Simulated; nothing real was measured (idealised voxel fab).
process module | voxel air gaps
cross-section cut | 175 nm wide | cells 5 nm
A cross-section is a grid of square cells, given in bands from the top down. A band is one or more rows of cells.
Each band's line starts with the height of the band's top and of its bottom, in nm. Then come its materials from left to right, each with its width in nm. One material with "throughout" fills the band from edge to edge. "air" is empty space.
Height 0 is the level under which the wafer as received is all one material. The lowest band goes on downwards, as in "0 down".
A width such as "30 to 40" changes by the same amount from each row of cells to the next, from the band's top row to its bottom row.
"no change" after a step means that no cell of the cross-section changed.
closed voids: empty space of 8 cells or more with no open way to the top, each as width x height at its distance from the left edge, in nm
after a step's settings: what the simulator itself notes on the step
overlay nm, on a step with a mask: how far to the right of its planned place the mask lay; to the left if negative
plan
1 op RECEIVE | material Si
2 op CONFORMAL_DEP | material SiO2 | thk nm 15
3 op CONFORMAL_DEP | material SiCN | thk nm 5
4 op DIRECTIONAL_DEP | material lowk | thk nm 35
5 op DIRECTIONAL_DEP | material aC | thk nm 15
6 op PATTERN | tone open | mask id LINES | material resist | width nm 25 | pitch nm 50 | thk nm 30 | overlay nm 0
7 op DIRECTIONAL_ETCH | etch materials aC | depth nm 15
8 op STRIP | etch materials resist
9 op DIRECTIONAL_ETCH | etch materials lowk | depth nm 35
10 op STRIP | etch materials aC
11 op CONFORMAL_DEP | material TiN | thk nm 5
12 op FILL_DEP | material Cu | thk nm 5
13 op CMP | height nm 55
14 op EPI | material Ru | thk nm 10
15 op SELECTIVE_ETCH | etch materials lowk | depth nm 45
16 op CONFORMAL_DEP | material SiCN | thk nm 5
first wafer, as planned
as received, after step 1
  0 down: Si throughout
  closed voids: none
after step 2
  15 to 0: SiO2 throughout
  below 0: unchanged
after step 3
  20 to 15: SiCN throughout
  below 15: unchanged
after step 4
  55 to 20: lowk throughout
  below 20: unchanged
after step 5
  70 to 55: aC throughout
  below 55: unchanged
after step 6
  100 to 70: resist 25 | air 25 | resist 25 | air 25 | resist 25 | air 25 | resist 25
  below 70: unchanged
after step 7
  85 to 70: resist 25 | air 25 | resist 25 | air 25 | resist 25 | air 25 | resist 25
  70 to 55: aC 25 | air 25 | aC 25 | air 25 | aC 25 | air 25 | aC 25
  below 55: unchanged
after step 8
  70 to 55: aC 25 | air 25 | aC 25 | air 25 | aC 25 | air 25 | aC 25
  below 55: unchanged
after step 9
  70 to 55: aC 25 | air 25 | aC 25 | air 25 | aC 25 | air 25 | aC 25
  55 to 20: lowk 25 | air 25 | lowk 25 | air 25 | lowk 25 | air 25 | lowk 25
  below 20: unchanged
after step 10
  55 to 20: lowk 25 | air 25 | lowk 25 | air 25 | lowk 25 | air 25 | lowk 25
  below 20: unchanged
after step 11
  60 to 55: TiN 30 | air 15 | TiN 35 | air 15 | TiN 35 | air 15 | TiN 30
  55 to 25: lowk 25 | TiN 5 | air 15 | TiN 5 | lowk 25 | TiN 5 | air 15 | TiN 5 | lowk 25 | TiN 5 | air 15 | TiN 5 | lowk 25
  25 to 20: lowk 25 | TiN 25 | lowk 25 | TiN 25 | lowk 25 | TiN 25 | lowk 25
  below 20: unchanged
after step 12
  65 to 60: Cu throughout
  60 to 55: TiN 30 | Cu 15 | TiN 35 | Cu 15 | TiN 35 | Cu 15 | TiN 30
  55 to 25: lowk 25 | TiN 5 | Cu 15 | TiN 5 | lowk 25 | TiN 5 | Cu 15 | TiN 5 | lowk 25 | TiN 5 | Cu 15 | TiN 5 | lowk 25
  below 25: unchanged
after step 13
  55 to 25: lowk 25 | TiN 5 | Cu 15 | TiN 5 | lowk 25 | TiN 5 | Cu 15 | TiN 5 | lowk 25 | TiN 5 | Cu 15 | TiN 5 | lowk 25
  below 25: unchanged
after step 14
  65 to 55: air 15 | Ru 45 | air 5 | Ru 45 | air 5 | Ru 45 | air 15
  below 55: unchanged
after step 15
  65 to 55: air 15 | Ru 45 | air 5 | Ru 45 | air 5 | Ru 45 | air 15
  55 to 25: air 25 | TiN 5 | Cu 15 | TiN 5 | air 25 | TiN 5 | Cu 15 | TiN 5 | air 25 | TiN 5 | Cu 15 | TiN 5 | air 25
  25 to 20: air 25 | TiN 25 | air 25 | TiN 25 | air 25 | TiN 25 | air 25
  below 20: unchanged
after step 16
  70 to 65: air 10 | SiCN 155 | air 10
  65 to 55: air 10 | SiCN 5 | Ru 45 | SiCN 5 | Ru 45 | SiCN 5 | Ru 45 | SiCN 5 | air 10
  55 to 50: air 10 | SiCN 15 | TiN 5 | Cu 15 | TiN 5 | SiCN 25 | TiN 5 | Cu 15 | TiN 5 | SiCN 25 | TiN 5 | Cu 15 | TiN 5 | SiCN 15 | air 10
  50 to 25: air 20 | SiCN 5 | TiN 5 | Cu 15 | TiN 5 | SiCN 5 | air 15 | SiCN 5 | TiN 5 | Cu 15 | TiN 5 | SiCN 5 | air 15 | SiCN 5 | TiN 5 | Cu 15 | TiN 5 | SiCN 5 | air 20
  25 to 20: SiCN 25 | TiN 25 | SiCN 25 | TiN 25 | SiCN 25 | TiN 25 | SiCN 25
  below 20: unchanged
  closed voids: 15 x 25 at 55; 15 x 25 at 105
second wafer: like start, like plan, one mistake. Through step 5 it matches the first wafer
when step 6 should have ended
  100 to 70: air 25 | resist 25 | air 25 | resist 25 | air 25 | resist 25 | air 25
  below 70: unchanged
when step 7 should have ended
  85 to 70: air 25 | resist 25 | air 25 | resist 25 | air 25 | resist 25 | air 25
  70 to 55: air 25 | aC 25 | air 25 | aC 25 | air 25 | aC 25 | air 25
  below 55: unchanged
when step 8 should have ended
  70 to 55: air 25 | aC 25 | air 25 | aC 25 | air 25 | aC 25 | air 25
  below 55: unchanged
when step 9 should have ended
  70 to 55: air 25 | aC 25 | air 25 | aC 25 | air 25 | aC 25 | air 25
  55 to 20: air 25 | lowk 25 | air 25 | lowk 25 | air 25 | lowk 25 | air 25
  below 20: unchanged
when step 10 should have ended
  55 to 20: air 25 | lowk 25 | air 25 | lowk 25 | air 25 | lowk 25 | air 25
  below 20: unchanged
when step 11 should have ended
  60 to 55: air 20 | TiN 35 | air 15 | TiN 35 | air 15 | TiN 35 | air 20
  55 to 25: air 20 | TiN 5 | lowk 25 | TiN 5 | air 15 | TiN 5 | lowk 25 | TiN 5 | air 15 | TiN 5 | lowk 25 | TiN 5 | air 20
  25 to 20: TiN 25 | lowk 25 | TiN 25 | lowk 25 | TiN 25 | lowk 25 | TiN 25
  below 20: unchanged
when step 12 should have ended
  65 to 60: Cu throughout
  60 to 55: Cu 20 | TiN 35 | Cu 15 | TiN 35 | Cu 15 | TiN 35 | Cu 20
  55 to 25: Cu 20 | TiN 5 | lowk 25 | TiN 5 | Cu 15 | TiN 5 | lowk 25 | TiN 5 | Cu 15 | TiN 5 | lowk 25 | TiN 5 | Cu 20
  below 25: unchanged
when step 13 should have ended
  55 to 25: Cu 20 | TiN 5 | lowk 25 | TiN 5 | Cu 15 | TiN 5 | lowk 25 | TiN 5 | Cu 15 | TiN 5 | lowk 25 | TiN 5 | Cu 20
  below 25: unchanged
when step 14 should have ended
  65 to 55: Ru 35 | air 5 | Ru 45 | air 5 | Ru 45 | air 5 | Ru 35
  below 55: unchanged
when step 15 should have ended
  65 to 55: Ru 35 | air 5 | Ru 45 | air 5 | Ru 45 | air 5 | Ru 35
  55 to 25: Cu 20 | TiN 5 | air 25 | TiN 5 | Cu 15 | TiN 5 | air 25 | TiN 5 | Cu 15 | TiN 5 | air 25 | TiN 5 | Cu 20
  25 to 20: TiN 25 | air 25 | TiN 25 | air 25 | TiN 25 | air 25 | TiN 25
  below 20: unchanged
when step 16 should have ended
  70 to 65: SiCN throughout
  65 to 55: Ru 35 | SiCN 5 | Ru 45 | SiCN 5 | Ru 45 | SiCN 5 | Ru 35
  55 to 50: Cu 20 | TiN 5 | SiCN 25 | TiN 5 | Cu 15 | TiN 5 | SiCN 25 | TiN 5 | Cu 15 | TiN 5 | SiCN 25 | TiN 5 | Cu 20
  50 to 25: Cu 20 | TiN 5 | SiCN 5 | air 15 | SiCN 5 | TiN 5 | Cu 15 | TiN 5 | SiCN 5 | air 15 | SiCN 5 | TiN 5 | Cu 15 | TiN 5 | SiCN 5 | air 15 | SiCN 5 | TiN 5 | Cu 20
  25 to 20: TiN 25 | SiCN 25 | TiN 25 | SiCN 25 | TiN 25 | SiCN 25 | TiN 25
  below 20: unchanged
  closed voids: 15 x 25 at 30; 15 x 25 at 80; 15 x 25 at 130
what went wrong: step 6 ran as: op PATTERN | tone cover | mask id LINES | material resist | width nm 25 | pitch nm 50 | thk nm 30 | overlay nm 0
at the end the second wafer has, in cells: 30 more of Cu | 10 more of Ru | 4 fewer of SiCN | 5 more of TiN
closed voids at the end (first wafer, second wafer): 2, 3
